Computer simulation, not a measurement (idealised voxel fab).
process module | voxel transistor to metal
cross-section cut | 160 nm wide | cells 5 nm
A cross-section is a grid of square cells, given in bands from the top down. A band is one or more rows of cells.
Each band's line starts with the height of the band's top and of its bottom, in nm. Then come its materials from left to right, each with its width in nm. One material with "throughout" fills the band from edge to edge. "air" is empty space.
Height 0 is the level under which the wafer as received is all one material. The lowest band goes on downwards, as in "0 down".
A width such as "30 to 40" changes by the same amount from each row of cells to the next, from the band's top row to its bottom row.
"no change" after a step means that no cell of the cross-section changed.
closed voids: empty space of 8 cells or more with no open way to the top, each as width x height at its distance from the left edge, in nm
after a step's settings: what the simulator itself notes on the step
overlay nm, on a step with a mask: how far to the right of its planned place the mask lay; to the left if negative
plan
1 op RECEIVE | material Si
2 op OXIDIZE | depth nm 5
3 op CONFORMAL_DEP | material SiN | thk nm 10
4 op MASKED_ETCH | tone cover | mask id ACTIVE | width nm 110 | etch materials SiN | depth nm 10 | overlay nm 0
5 op MASKED_ETCH | tone cover | mask id ACTIVE | width nm 110 | etch materials SiO2 | depth nm 5 | overlay nm 0
6 op MASKED_ETCH | tone cover | mask id ACTIVE | width nm 110 | etch materials Si | depth nm 35 | overlay nm 0
7 op FILL_DEP | material SiO2 | thk nm 15
8 op CMP | height nm 10
9 op SELECTIVE_ETCH | etch materials SiO2 | depth nm 5
10 op STRIP | etch materials SiN
11 op SELECTIVE_ETCH | etch materials SiO2 | depth nm 5
12 op OXIDIZE | depth nm 5
13 op DIRECTIONAL_DEP | material polySi | thk nm 30
14 op DIRECTIONAL_DEP | material SiCN | thk nm 15
15 op DIRECTIONAL_DEP | material aC | thk nm 15
16 op PATTERN | tone cover | mask id GATE | material resist | width nm 20 | thk nm 30 | overlay nm 0
17 op DIRECTIONAL_ETCH | etch materials aC | depth nm 15
18 op STRIP | etch materials resist
19 op DIRECTIONAL_ETCH | etch materials SiCN | depth nm 25
20 op DIRECTIONAL_ETCH | etch materials polySi | depth nm 40
21 op STRIP | etch materials aC
22 op CONFORMAL_DEP | material SiO2 | thk nm 5
23 op DIRECTIONAL_ETCH | etch materials SiO2 | depth nm 5
24 op CONFORMAL_DEP | material SiN | thk nm 5
25 op DIRECTIONAL_ETCH | etch materials SiN | depth nm 5
26 op DIRECTIONAL_ETCH | etch materials SiO2 | depth nm 5
27 op DIRECTIONAL_ETCH | etch materials Si | depth nm 10
28 op EPI | material SiGe | thk nm 15
29 op FILL_DEP | material SiO2 | thk nm 5
30 op CMP | height nm 40
31 op DIRECTIONAL_DEP | material SiO2 | thk nm 10
32 op DIRECTIONAL_DEP | material aC | thk nm 10
33 op PATTERN | tone open | mask id CONTACT | material resist | width nm 20 | pitch nm 70 | thk nm 30 | overlay nm 0
34 op DIRECTIONAL_ETCH | etch materials aC | depth nm 10
35 op STRIP | etch materials resist
36 op DIRECTIONAL_ETCH | etch materials SiO2 | depth nm 45
37 op STRIP | etch materials aC
38 op CONFORMAL_DEP | material TiN | thk nm 5
39 op FILL_DEP | material W | thk nm 10
40 op CMP | height nm 50
41 op CONFORMAL_DEP | material SiCN | thk nm 5
42 op DIRECTIONAL_DEP | material lowk | thk nm 15
43 op DIRECTIONAL_DEP | material aC | thk nm 15
44 op PATTERN | tone open | mask id METAL_1 | material resist | width nm 20 | pitch nm 70 | thk nm 35 | overlay nm 0
45 op DIRECTIONAL_ETCH | etch materials aC | depth nm 15
46 op STRIP | etch materials resist
47 op DIRECTIONAL_ETCH | etch materials lowk | depth nm 15
48 op DIRECTIONAL_ETCH | etch materials SiCN | depth nm 5
49 op STRIP | etch materials aC
50 op CONFORMAL_DEP | material TiN | thk nm 5
51 op FILL_DEP | material Cu | thk nm 5
52 op CMP | height nm 70
53 op CONFORMAL_DEP | material SiCN | thk nm 5
54 op DIRECTIONAL_DEP | material SiO2 | thk nm 30
55 op MASKED_ETCH | tone open | mask id METAL_2 | width nm 20 | pitch nm 70 | etch materials SiO2 | depth nm 20 | overlay nm 0
56 op PATTERN | tone open | mask id METAL_2_HOLES | material resist | width nm 15 | pitch nm 70 | thk nm 15 | overlay nm 0
57 op DIRECTIONAL_ETCH | etch materials SiO2 | depth nm 10
58 op DIRECTIONAL_ETCH | etch materials SiCN | depth nm 5
59 op STRIP | etch materials resist
60 op CONFORMAL_DEP | material TiN | thk nm 5
61 op FILL_DEP | material Cu | thk nm 5
62 op CMP | height nm 105
63 op CONFORMAL_DEP | material SiN | thk nm 5
first wafer, as planned
as received, after step 1
  0 down: Si throughout
  closed voids: none
after step 2
  0 to -5: SiO2 throughout
  below -5: unchanged
after step 3
  10 to 0: SiN throughout
  below 0: unchanged
after step 4
  10 to 0: air 25 | SiN 110 | air 25
  below 0: unchanged
after step 5
  10 to 0: air 25 | SiN 110 | air 25
  0 to -5: air 25 | SiO2 110 | air 25
  below -5: unchanged
after step 6
  10 to 0: air 25 | SiN 110 | air 25
  0 to -5: air 25 | SiO2 110 | air 25
  -5 to -40: air 25 | Si 110 | air 25
  below -40: unchanged
after step 7
  25 to 10: SiO2 throughout
  10 to 0: SiO2 25 | SiN 110 | SiO2 25
  0 to -5: SiO2 throughout
  -5 to -40: SiO2 25 | Si 110 | SiO2 25
  below -40: unchanged
after step 8
  10 to 0: SiO2 25 | SiN 110 | SiO2 25
  below 0: unchanged
after step 9
  10 to 5: air 25 | SiN 110 | air 25
  below 5: unchanged
after step 10
  5 to 0: SiO2 25 | air 110 | SiO2 25
  below 0: unchanged
after step 11
  0 to -5: SiO2 20 | air 120 | SiO2 20
  below -5: unchanged
after step 12
  0 to -5: SiO2 20 | air 120 | SiO2 20
  -5 to -10: SiO2 throughout
  below -10: unchanged
after step 13
  30 to 25: polySi 20 | air 120 | polySi 20
  25 to 0: polySi throughout
  0 to -5: SiO2 20 | polySi 120 | SiO2 20
  below -5: unchanged
after step 14
  45 to 40: SiCN 20 | air 120 | SiCN 20
  40 to 30: SiCN throughout
  30 to 25: polySi 20 | SiCN 120 | polySi 20
  below 25: unchanged
after step 15
  60 to 55: aC 20 | air 120 | aC 20
  55 to 45: aC throughout
  45 to 40: SiCN 20 | aC 120 | SiCN 20
  below 40: unchanged
after step 16
  90 to 60: air 70 | resist 20 | air 70
  60 to 55: aC 20 | air 50 | resist 20 | air 50 | aC 20
  below 55: unchanged
after step 17
  75 to 55: air 70 | resist 20 | air 70
  55 to 45: air 70 | aC 20 | air 70
  45 to 40: SiCN 20 | air 50 | aC 20 | air 50 | SiCN 20
  below 40: unchanged
after step 18
  55 to 45: air 70 | aC 20 | air 70
  below 45: unchanged
after step 19
  55 to 40: air 70 | aC 20 | air 70
  40 to 30: air 70 | SiCN 20 | air 70
  30 to 25: polySi 20 | air 50 | SiCN 20 | air 50 | polySi 20
  below 25: unchanged
after step 20
  55 to 40: air 70 | aC 20 | air 70
  40 to 25: air 70 | SiCN 20 | air 70
  25 to 0: air 70 | polySi 20 | air 70
  0 to -5: SiO2 20 | air 50 | polySi 20 | air 50 | SiO2 20
  below -5: unchanged
after step 21
  40 to 25: air 70 | SiCN 20 | air 70
  below 25: unchanged
after step 22
  45 to 40: air 65 | SiO2 30 | air 65
  40 to 25: air 65 | SiO2 5 | SiCN 20 | SiO2 5 | air 65
  25 to 5: air 65 | SiO2 5 | polySi 20 | SiO2 5 | air 65
  5 to 0: SiO2 25 | air 40 | SiO2 5 | polySi 20 | SiO2 5 | air 40 | SiO2 25
  0 to -5: SiO2 70 | polySi 20 | SiO2 70
  below -5: unchanged
after step 23
  40 to 25: air 65 | SiO2 5 | SiCN 20 | SiO2 5 | air 65
  25 to 0: air 65 | SiO2 5 | polySi 20 | SiO2 5 | air 65
  0 to -5: SiO2 25 | air 40 | SiO2 5 | polySi 20 | SiO2 5 | air 40 | SiO2 25
  below -5: unchanged
after step 24
  45 to 40: air 60 | SiN 40 | air 60
  40 to 25: air 60 | SiN 5 | SiO2 5 | SiCN 20 | SiO2 5 | SiN 5 | air 60
  25 to 5: air 60 | SiN 5 | SiO2 5 | polySi 20 | SiO2 5 | SiN 5 | air 60
  5 to 0: SiN 30 | air 30 | SiN 5 | SiO2 5 | polySi 20 | SiO2 5 | SiN 5 | air 30 | SiN 30
  0 to -5: SiO2 25 | SiN 40 | SiO2 5 | polySi 20 | SiO2 5 | SiN 40 | SiO2 25
  below -5: unchanged
after step 25
  40 to 25: air 60 | SiN 5 | SiO2 5 | SiCN 20 | SiO2 5 | SiN 5 | air 60
  25 to 0: air 60 | SiN 5 | SiO2 5 | polySi 20 | SiO2 5 | SiN 5 | air 60
  0 to -5: SiO2 25 | SiN 5 | air 30 | SiN 5 | SiO2 5 | polySi 20 | SiO2 5 | SiN 5 | air 30 | SiN 5 | SiO2 25
  below -5: unchanged
after step 26
  40 to 35: air 60 | SiN 5 | air 5 | SiCN 20 | air 5 | SiN 5 | air 60
  35 to 25: air 60 | SiN 5 | SiO2 5 | SiCN 20 | SiO2 5 | SiN 5 | air 60
  25 to 0: air 60 | SiN 5 | SiO2 5 | polySi 20 | SiO2 5 | SiN 5 | air 60
  0 to -5: air 25 | SiN 5 | air 30 | SiN 5 | SiO2 5 | polySi 20 | SiO2 5 | SiN 5 | air 30 | SiN 5 | air 25
  -5 to -10: SiO2 30 | air 30 | SiO2 40 | air 30 | SiO2 30
  below -10: unchanged
after step 27
  40 to 35: air 60 | SiN 5 | air 5 | SiCN 20 | air 5 | SiN 5 | air 60
  35 to 25: air 60 | SiN 5 | SiO2 5 | SiCN 20 | SiO2 5 | SiN 5 | air 60
  25 to 0: air 60 | SiN 5 | SiO2 5 | polySi 20 | SiO2 5 | SiN 5 | air 60
  0 to -5: air 25 | SiN 5 | air 30 | SiN 5 | SiO2 5 | polySi 20 | SiO2 5 | SiN 5 | air 30 | SiN 5 | air 25
  -5 to -10: SiO2 30 | air 30 | SiO2 40 | air 30 | SiO2 30
  -10 to -20: SiO2 25 | Si 5 | air 30 | Si 40 | air 30 | Si 5 | SiO2 25
  below -20: unchanged
after step 28
  40 to 35: air 60 | SiN 5 | air 5 | SiCN 20 | air 5 | SiN 5 | air 60
  35 to 25: air 60 | SiN 5 | SiO2 5 | SiCN 20 | SiO2 5 | SiN 5 | air 60
  25 to 5: air 60 | SiN 5 | SiO2 5 | polySi 20 | SiO2 5 | SiN 5 | air 60
  5 to 0: air 25 | SiGe 35 | SiN 5 | SiO2 5 | polySi 20 | SiO2 5 | SiN 5 | SiGe 35 | air 25
  0 to -5: air 25 | SiN 5 | SiGe 30 | SiN 5 | SiO2 5 | polySi 20 | SiO2 5 | SiN 5 | SiGe 30 | SiN 5 | air 25
  -5 to -10: SiO2 30 | SiGe 30 | SiO2 40 | SiGe 30 | SiO2 30
  -10 to -20: SiO2 25 | Si 5 | SiGe 30 | Si 40 | SiGe 30 | Si 5 | SiO2 25
  below -20: unchanged
after step 29
  45 to 40: SiO2 throughout
  40 to 25: SiO2 60 | SiN 5 | SiO2 5 | SiCN 20 | SiO2 5 | SiN 5 | SiO2 60
  25 to 5: SiO2 60 | SiN 5 | SiO2 5 | polySi 20 | SiO2 5 | SiN 5 | SiO2 60
  5 to 0: SiO2 25 | SiGe 35 | SiN 5 | SiO2 5 | polySi 20 | SiO2 5 | SiN 5 | SiGe 35 | SiO2 25
  0 to -5: SiO2 25 | SiN 5 | SiGe 30 | SiN 5 | SiO2 5 | polySi 20 | SiO2 5 | SiN 5 | SiGe 30 | SiN 5 | SiO2 25
  below -5: unchanged
after step 30
  40 to 25: SiO2 60 | SiN 5 | SiO2 5 | SiCN 20 | SiO2 5 | SiN 5 | SiO2 60
  below 25: unchanged
after step 31
  50 to 40: SiO2 throughout
  below 40: unchanged
after step 32
  60 to 50: aC throughout
  below 50: unchanged
after step 33
  90 to 60: resist 35 | air 20 | resist 50 | air 20 | resist 35
  below 60: unchanged
after step 34
  80 to 60: resist 35 | air 20 | resist 50 | air 20 | resist 35
  60 to 50: aC 35 | air 20 | aC 50 | air 20 | aC 35
  below 50: unchanged
after step 35
  60 to 50: aC 35 | air 20 | aC 50 | air 20 | aC 35
  below 50: unchanged
after step 36
  60 to 50: aC 35 | air 20 | aC 50 | air 20 | aC 35
  50 to 40: SiO2 35 | air 20 | SiO2 50 | air 20 | SiO2 35
  40 to 25: SiO2 35 | air 20 | SiO2 5 | SiN 5 | SiO2 5 | SiCN 20 | SiO2 5 | SiN 5 | SiO2 5 | air 20 | SiO2 35
  25 to 5: SiO2 35 | air 20 | SiO2 5 | SiN 5 | SiO2 5 | polySi 20 | SiO2 5 | SiN 5 | SiO2 5 | air 20 | SiO2 35
  below 5: unchanged
after step 37
  50 to 40: SiO2 35 | air 20 | SiO2 50 | air 20 | SiO2 35
  below 40: unchanged
after step 38
  55 to 50: TiN 40 | air 10 | TiN 60 | air 10 | TiN 40
  50 to 40: SiO2 35 | TiN 5 | air 10 | TiN 5 | SiO2 50 | TiN 5 | air 10 | TiN 5 | SiO2 35
  40 to 25: SiO2 35 | TiN 5 | air 10 | TiN 5 | SiO2 5 | SiN 5 | SiO2 5 | SiCN 20 | SiO2 5 | SiN 5 | SiO2 5 | TiN 5 | air 10 | TiN 5 | SiO2 35
  25 to 10: SiO2 35 | TiN 5 | air 10 | TiN 5 | SiO2 5 | SiN 5 | SiO2 5 | polySi 20 | SiO2 5 | SiN 5 | SiO2 5 | TiN 5 | air 10 | TiN 5 | SiO2 35
  10 to 5: SiO2 35 | TiN 20 | SiO2 5 | SiN 5 | SiO2 5 | polySi 20 | SiO2 5 | SiN 5 | SiO2 5 | TiN 20 | SiO2 35
  below 5: unchanged
after step 39
  65 to 55: W throughout
  55 to 50: TiN 40 | W 10 | TiN 60 | W 10 | TiN 40
  50 to 40: SiO2 35 | TiN 5 | W 10 | TiN 5 | SiO2 50 | TiN 5 | W 10 | TiN 5 | SiO2 35
  40 to 25: SiO2 35 | TiN 5 | W 10 | TiN 5 | SiO2 5 | SiN 5 | SiO2 5 | SiCN 20 | SiO2 5 | SiN 5 | SiO2 5 | TiN 5 | W 10 | TiN 5 | SiO2 35
  25 to 10: SiO2 35 | TiN 5 | W 10 | TiN 5 | SiO2 5 | SiN 5 | SiO2 5 | polySi 20 | SiO2 5 | SiN 5 | SiO2 5 | TiN 5 | W 10 | TiN 5 | SiO2 35
  below 10: unchanged
after step 40
  50 to 40: SiO2 35 | TiN 5 | W 10 | TiN 5 | SiO2 50 | TiN 5 | W 10 | TiN 5 | SiO2 35
  below 40: unchanged
after step 41
  55 to 50: SiCN throughout
  below 50: unchanged
after step 42
  70 to 55: lowk throughout
  below 55: unchanged
after step 43
  85 to 70: aC throughout
  below 70: unchanged
after step 44
  120 to 85: resist 35 | air 20 | resist 50 | air 20 | resist 35
  below 85: unchanged
after step 45
  105 to 85: resist 35 | air 20 | resist 50 | air 20 | resist 35
  85 to 70: aC 35 | air 20 | aC 50 | air 20 | aC 35
  below 70: unchanged
after step 46
  85 to 70: aC 35 | air 20 | aC 50 | air 20 | aC 35
  below 70: unchanged
after step 47
  85 to 70: aC 35 | air 20 | aC 50 | air 20 | aC 35
  70 to 55: lowk 35 | air 20 | lowk 50 | air 20 | lowk 35
  below 55: unchanged
after step 48
  85 to 70: aC 35 | air 20 | aC 50 | air 20 | aC 35
  70 to 55: lowk 35 | air 20 | lowk 50 | air 20 | lowk 35
  55 to 50: SiCN 35 | air 20 | SiCN 50 | air 20 | SiCN 35
  below 50: unchanged
after step 49
  70 to 55: lowk 35 | air 20 | lowk 50 | air 20 | lowk 35
  below 55: unchanged
after step 50
  75 to 70: TiN 40 | air 10 | TiN 60 | air 10 | TiN 40
  70 to 55: lowk 35 | TiN 5 | air 10 | TiN 5 | lowk 50 | TiN 5 | air 10 | TiN 5 | lowk 35
  55 to 50: SiCN 35 | TiN 20 | SiCN 50 | TiN 20 | SiCN 35
  below 50: unchanged
after step 51
  80 to 75: Cu throughout
  75 to 70: TiN 40 | Cu 10 | TiN 60 | Cu 10 | TiN 40
  70 to 55: lowk 35 | TiN 5 | Cu 10 | TiN 5 | lowk 50 | TiN 5 | Cu 10 | TiN 5 | lowk 35
  below 55: unchanged
after step 52
  70 to 55: lowk 35 | TiN 5 | Cu 10 | TiN 5 | lowk 50 | TiN 5 | Cu 10 | TiN 5 | lowk 35
  below 55: unchanged
after step 53
  75 to 70: SiCN throughout
  below 70: unchanged
after step 54
  105 to 75: SiO2 throughout
  below 75: unchanged
after step 55
  105 to 85: SiO2 35 | air 20 | SiO2 50 | air 20 | SiO2 35
  below 85: unchanged
after step 56
  120 to 105: resist 35 | air 15 | resist 55 | air 15 | resist 40
  105 to 85: SiO2 35 | air 15 | resist 5 | SiO2 50 | air 15 | resist 5 | SiO2 35
  below 85: unchanged
after step 57
  120 to 105: resist 35 | air 15 | resist 55 | air 15 | resist 40
  105 to 85: SiO2 35 | air 15 | resist 5 | SiO2 50 | air 15 | resist 5 | SiO2 35
  85 to 75: SiO2 35 | air 15 | SiO2 55 | air 15 | SiO2 40
  below 75: unchanged
after step 58
  120 to 105: resist 35 | air 15 | resist 55 | air 15 | resist 40
  105 to 85: SiO2 35 | air 15 | resist 5 | SiO2 50 | air 15 | resist 5 | SiO2 35
  85 to 75: SiO2 35 | air 15 | SiO2 55 | air 15 | SiO2 40
  75 to 70: SiCN 35 | air 15 | SiCN 55 | air 15 | SiCN 40
  below 70: unchanged
after step 59
  105 to 85: SiO2 35 | air 20 | SiO2 50 | air 20 | SiO2 35
  below 85: unchanged
after step 60
  110 to 105: TiN 40 | air 10 | TiN 60 | air 10 | TiN 40
  105 to 90: SiO2 35 | TiN 5 | air 10 | TiN 5 | SiO2 50 | TiN 5 | air 10 | TiN 5 | SiO2 35
  90 to 85: SiO2 35 | TiN 5 | air 5 | TiN 10 | SiO2 50 | TiN 5 | air 5 | TiN 10 | SiO2 35
  85 to 75: SiO2 35 | TiN 5 | air 5 | TiN 5 | SiO2 55 | TiN 5 | air 5 | TiN 5 | SiO2 40
  75 to 70: SiCN 35 | TiN 15 | SiCN 55 | TiN 15 | SiCN 40
  below 70: unchanged
after step 61
  115 to 110: Cu throughout
  110 to 105: TiN 40 | Cu 10 | TiN 60 | Cu 10 | TiN 40
  105 to 90: SiO2 35 | TiN 5 | Cu 10 | TiN 5 | SiO2 50 | TiN 5 | Cu 10 | TiN 5 | SiO2 35
  90 to 85: SiO2 35 | TiN 5 | Cu 5 | TiN 10 | SiO2 50 | TiN 5 | Cu 5 | TiN 10 | SiO2 35
  85 to 75: SiO2 35 | TiN 5 | Cu 5 | TiN 5 | SiO2 55 | TiN 5 | Cu 5 | TiN 5 | SiO2 40
  below 75: unchanged
after step 62
  105 to 90: SiO2 35 | TiN 5 | Cu 10 | TiN 5 | SiO2 50 | TiN 5 | Cu 10 | TiN 5 | SiO2 35
  below 90: unchanged
after step 63
  110 to 105: SiN throughout
  below 105: unchanged
second wafer: like start, like plan, one mistake. Through step 23 it matches the first wafer
when step 24 should have ended: no change
when step 25 should have ended: no change
when step 26 should have ended
  40 to 35: air 70 | SiCN 20 | air 70
  35 to 25: air 65 | SiO2 5 | SiCN 20 | SiO2 5 | air 65
  25 to -5: air 65 | SiO2 5 | polySi 20 | SiO2 5 | air 65
  -5 to -10: SiO2 25 | air 40 | SiO2 30 | air 40 | SiO2 25
  below -10: unchanged
when step 27 should have ended
  40 to 35: air 70 | SiCN 20 | air 70
  35 to 25: air 65 | SiO2 5 | SiCN 20 | SiO2 5 | air 65
  25 to -5: air 65 | SiO2 5 | polySi 20 | SiO2 5 | air 65
  -5 to -10: SiO2 25 | air 40 | SiO2 30 | air 40 | SiO2 25
  -10 to -20: SiO2 25 | air 40 | Si 30 | air 40 | SiO2 25
  below -20: unchanged
when step 28 should have ended
  40 to 35: air 70 | SiCN 20 | air 70
  35 to 25: air 65 | SiO2 5 | SiCN 20 | SiO2 5 | air 65
  25 to 5: air 65 | SiO2 5 | polySi 20 | SiO2 5 | air 65
  5 to -5: air 50 | SiGe 15 | SiO2 5 | polySi 20 | SiO2 5 | SiGe 15 | air 50
  -5 to -10: SiO2 25 | SiGe 40 | SiO2 30 | SiGe 40 | SiO2 25
  -10 to -20: SiO2 25 | SiGe 40 | Si 30 | SiGe 40 | SiO2 25
  below -20: unchanged
when step 29 should have ended
  45 to 40: SiO2 throughout
  40 to 25: SiO2 70 | SiCN 20 | SiO2 70
  25 to 5: SiO2 70 | polySi 20 | SiO2 70
  5 to -5: SiO2 50 | SiGe 15 | SiO2 5 | polySi 20 | SiO2 5 | SiGe 15 | SiO2 50
  below -5: unchanged
when step 30 should have ended
  40 to 25: SiO2 70 | SiCN 20 | SiO2 70
  below 25: unchanged
when step 31 should have ended
  50 to 40: SiO2 throughout
  below 40: unchanged
when step 32 should have ended
  60 to 50: aC throughout
  below 50: unchanged
when step 33 should have ended
  90 to 60: resist 35 | air 20 | resist 50 | air 20 | resist 35
  below 60: unchanged
when step 34 should have ended
  80 to 60: resist 35 | air 20 | resist 50 | air 20 | resist 35
  60 to 50: aC 35 | air 20 | aC 50 | air 20 | aC 35
  below 50: unchanged
when step 35 should have ended
  60 to 50: aC 35 | air 20 | aC 50 | air 20 | aC 35
  below 50: unchanged
when step 36 should have ended
  60 to 50: aC 35 | air 20 | aC 50 | air 20 | aC 35
  50 to 40: SiO2 35 | air 20 | SiO2 50 | air 20 | SiO2 35
  40 to 25: SiO2 35 | air 20 | SiO2 15 | SiCN 20 | SiO2 15 | air 20 | SiO2 35
  25 to 5: SiO2 35 | air 20 | SiO2 15 | polySi 20 | SiO2 15 | air 20 | SiO2 35
  below 5: unchanged
when step 37 should have ended
  50 to 40: SiO2 35 | air 20 | SiO2 50 | air 20 | SiO2 35
  below 40: unchanged
when step 38 should have ended
  55 to 50: TiN 40 | air 10 | TiN 60 | air 10 | TiN 40
  50 to 40: SiO2 35 | TiN 5 | air 10 | TiN 5 | SiO2 50 | TiN 5 | air 10 | TiN 5 | SiO2 35
  40 to 25: SiO2 35 | TiN 5 | air 10 | TiN 5 | SiO2 15 | SiCN 20 | SiO2 15 | TiN 5 | air 10 | TiN 5 | SiO2 35
  25 to 10: SiO2 35 | TiN 5 | air 10 | TiN 5 | SiO2 15 | polySi 20 | SiO2 15 | TiN 5 | air 10 | TiN 5 | SiO2 35
  10 to 5: SiO2 35 | TiN 20 | SiO2 15 | polySi 20 | SiO2 15 | TiN 20 | SiO2 35
  below 5: unchanged
when step 39 should have ended
  65 to 55: W throughout
  55 to 50: TiN 40 | W 10 | TiN 60 | W 10 | TiN 40
  50 to 40: SiO2 35 | TiN 5 | W 10 | TiN 5 | SiO2 50 | TiN 5 | W 10 | TiN 5 | SiO2 35
  40 to 25: SiO2 35 | TiN 5 | W 10 | TiN 5 | SiO2 15 | SiCN 20 | SiO2 15 | TiN 5 | W 10 | TiN 5 | SiO2 35
  25 to 10: SiO2 35 | TiN 5 | W 10 | TiN 5 | SiO2 15 | polySi 20 | SiO2 15 | TiN 5 | W 10 | TiN 5 | SiO2 35
  below 10: unchanged
when step 40 should have ended
  50 to 40: SiO2 35 | TiN 5 | W 10 | TiN 5 | SiO2 50 | TiN 5 | W 10 | TiN 5 | SiO2 35
  below 40: unchanged
when step 41 should have ended
  55 to 50: SiCN throughout
  below 50: unchanged
when step 42 should have ended
  70 to 55: lowk throughout
  below 55: unchanged
when step 43 should have ended
  85 to 70: aC throughout
  below 70: unchanged
when step 44 should have ended
  120 to 85: resist 35 | air 20 | resist 50 | air 20 | resist 35
  below 85: unchanged
when step 45 should have ended
  105 to 85: resist 35 | air 20 | resist 50 | air 20 | resist 35
  85 to 70: aC 35 | air 20 | aC 50 | air 20 | aC 35
  below 70: unchanged
when step 46 should have ended
  85 to 70: aC 35 | air 20 | aC 50 | air 20 | aC 35
  below 70: unchanged
when step 47 should have ended
  85 to 70: aC 35 | air 20 | aC 50 | air 20 | aC 35
  70 to 55: lowk 35 | air 20 | lowk 50 | air 20 | lowk 35
  below 55: unchanged
when step 48 should have ended
  85 to 70: aC 35 | air 20 | aC 50 | air 20 | aC 35
  70 to 55: lowk 35 | air 20 | lowk 50 | air 20 | lowk 35
  55 to 50: SiCN 35 | air 20 | SiCN 50 | air 20 | SiCN 35
  below 50: unchanged
when step 49 should have ended
  70 to 55: lowk 35 | air 20 | lowk 50 | air 20 | lowk 35
  below 55: unchanged
when step 50 should have ended
  75 to 70: TiN 40 | air 10 | TiN 60 | air 10 | TiN 40
  70 to 55: lowk 35 | TiN 5 | air 10 | TiN 5 | lowk 50 | TiN 5 | air 10 | TiN 5 | lowk 35
  55 to 50: SiCN 35 | TiN 20 | SiCN 50 | TiN 20 | SiCN 35
  below 50: unchanged
when step 51 should have ended
  80 to 75: Cu throughout
  75 to 70: TiN 40 | Cu 10 | TiN 60 | Cu 10 | TiN 40
  70 to 55: lowk 35 | TiN 5 | Cu 10 | TiN 5 | lowk 50 | TiN 5 | Cu 10 | TiN 5 | lowk 35
  below 55: unchanged
when step 52 should have ended
  70 to 55: lowk 35 | TiN 5 | Cu 10 | TiN 5 | lowk 50 | TiN 5 | Cu 10 | TiN 5 | lowk 35
  below 55: unchanged
when step 53 should have ended
  75 to 70: SiCN throughout
  below 70: unchanged
when step 54 should have ended
  105 to 75: SiO2 throughout
  below 75: unchanged
when step 55 should have ended
  105 to 85: SiO2 35 | air 20 | SiO2 50 | air 20 | SiO2 35
  below 85: unchanged
when step 56 should have ended
  120 to 105: resist 35 | air 15 | resist 55 | air 15 | resist 40
  105 to 85: SiO2 35 | air 15 | resist 5 | SiO2 50 | air 15 | resist 5 | SiO2 35
  below 85: unchanged
when step 57 should have ended
  120 to 105: resist 35 | air 15 | resist 55 | air 15 | resist 40
  105 to 85: SiO2 35 | air 15 | resist 5 | SiO2 50 | air 15 | resist 5 | SiO2 35
  85 to 75: SiO2 35 | air 15 | SiO2 55 | air 15 | SiO2 40
  below 75: unchanged
when step 58 should have ended
  120 to 105: resist 35 | air 15 | resist 55 | air 15 | resist 40
  105 to 85: SiO2 35 | air 15 | resist 5 | SiO2 50 | air 15 | resist 5 | SiO2 35
  85 to 75: SiO2 35 | air 15 | SiO2 55 | air 15 | SiO2 40
  75 to 70: SiCN 35 | air 15 | SiCN 55 | air 15 | SiCN 40
  below 70: unchanged
when step 59 should have ended
  105 to 85: SiO2 35 | air 20 | SiO2 50 | air 20 | SiO2 35
  below 85: unchanged
when step 60 should have ended
  110 to 105: TiN 40 | air 10 | TiN 60 | air 10 | TiN 40
  105 to 90: SiO2 35 | TiN 5 | air 10 | TiN 5 | SiO2 50 | TiN 5 | air 10 | TiN 5 | SiO2 35
  90 to 85: SiO2 35 | TiN 5 | air 5 | TiN 10 | SiO2 50 | TiN 5 | air 5 | TiN 10 | SiO2 35
  85 to 75: SiO2 35 | TiN 5 | air 5 | TiN 5 | SiO2 55 | TiN 5 | air 5 | TiN 5 | SiO2 40
  75 to 70: SiCN 35 | TiN 15 | SiCN 55 | TiN 15 | SiCN 40
  below 70: unchanged
when step 61 should have ended
  115 to 110: Cu throughout
  110 to 105: TiN 40 | Cu 10 | TiN 60 | Cu 10 | TiN 40
  105 to 90: SiO2 35 | TiN 5 | Cu 10 | TiN 5 | SiO2 50 | TiN 5 | Cu 10 | TiN 5 | SiO2 35
  90 to 85: SiO2 35 | TiN 5 | Cu 5 | TiN 10 | SiO2 50 | TiN 5 | Cu 5 | TiN 10 | SiO2 35
  85 to 75: SiO2 35 | TiN 5 | Cu 5 | TiN 5 | SiO2 55 | TiN 5 | Cu 5 | TiN 5 | SiO2 40
  below 75: unchanged
when step 62 should have ended
  105 to 90: SiO2 35 | TiN 5 | Cu 10 | TiN 5 | SiO2 50 | TiN 5 | Cu 10 | TiN 5 | SiO2 35
  below 90: unchanged
when step 63 should have ended
  110 to 105: SiN throughout
  below 105: unchanged
what went wrong: step 24 was left out
at the end the second wafer has, in cells: 8 fewer of Si | 2 fewer of SiGe | 20 fewer of SiN | 30 more of SiO2
